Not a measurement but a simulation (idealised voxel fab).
Process module heading - voxel spacer lines
The width of the displayed cross-section, cut, is 255 nm; its cells are square, with a size of 5 nm.
How to read a cross-section here: the picture is a grid of square cells, written as bands going from the top down, and any band can span one or more rows of cells.
Top height, bottom height, nm. Materials left to right, width each, nm. Single material + "all across" = fills band edge to edge. "blank" = empty.
Heads up on the height convention: 0 is the point under which the incoming wafer is all one material, and the lowest band has no bottom, it just keeps going down, like "0 down".
A width such as "30..40" changes by the same amount from each row of cells to the next, from the band's top row to its bottom row.
Any step labelled "same as before" changed none of the cells in the cross-section.
What "Closed internal voids" gives you is every empty space of 8 cells or more that is cut off from the top. Each appears as width x height at distance, with the distance taken from the left edge and width, height and distance all in nm.
Whatever follows a step's settings on its line is a remark the simulator itself makes about that step.
overlay nm: right-of-plan distance of the mask on a masked step; negative values mean left-of-plan.

-- List of planned process steps
1. RECEIVE | material Si
2. CONFORMAL_DEP | material Al2O3 | thk nm 10
3. DIRECTIONAL_DEP | material polySi | thk nm 15
4. DIRECTIONAL_DEP | material aC | thk nm 20
5. PATTERN | tone cover | mask id MANDREL | material resist | width nm 25 | pitch nm 70 | thk nm 25 | overlay nm 0
6. DIRECTIONAL_ETCH | etch materials aC | depth nm 20
7. STRIP | etch materials resist
8. CONFORMAL_DEP | material SiO2 | thk nm 10
9. DIRECTIONAL_ETCH | etch materials SiO2 | depth nm 10
10. STRIP | etch materials aC
11. DIRECTIONAL_ETCH | etch materials polySi | depth nm 15
12. STRIP | etch materials SiO2
13. FILL_DEP | material lowk | thk nm 10
14. CMP | height nm 25

-- Wafer at receipt (post step 1), cross-section
    0 down = Si all across
    Closed internal voids: none

-- Looking at the first of two wafers in cross-section at end of module - ran to plan
    25 to 10 = lowk 70 nm  polySi 10 nm  lowk 25 nm  polySi 10 nm  lowk 25 nm  polySi 10 nm  lowk 25 nm  polySi 10 nm  lowk 70 nm
    10 to 0 = Al2O3 all across
    0 down = Si all across
    Closed internal voids: none

-- Cross-section, wafer two of two, end of module: same start and plan as wafer one, one error in execution
    25 to 10 = lowk 65 nm  polySi 10 nm  lowk 25 nm  polySi 10 nm  lowk 25 nm  polySi 10 nm  lowk 25 nm  polySi 10 nm  lowk 75 nm
    10 to 0 = Al2O3 all across
    0 down = Si all across
    Closed internal voids: none
What broke from the plan during processing? contrary to plan, step 5 was performed as PATTERN | tone cover | mask id MANDREL | material resist | width nm 25 | pitch nm 70 | thk nm 25 | overlay nm -5
At the end, the second wafer has the same number of cells of each material as the first, but those cells sit in other places.
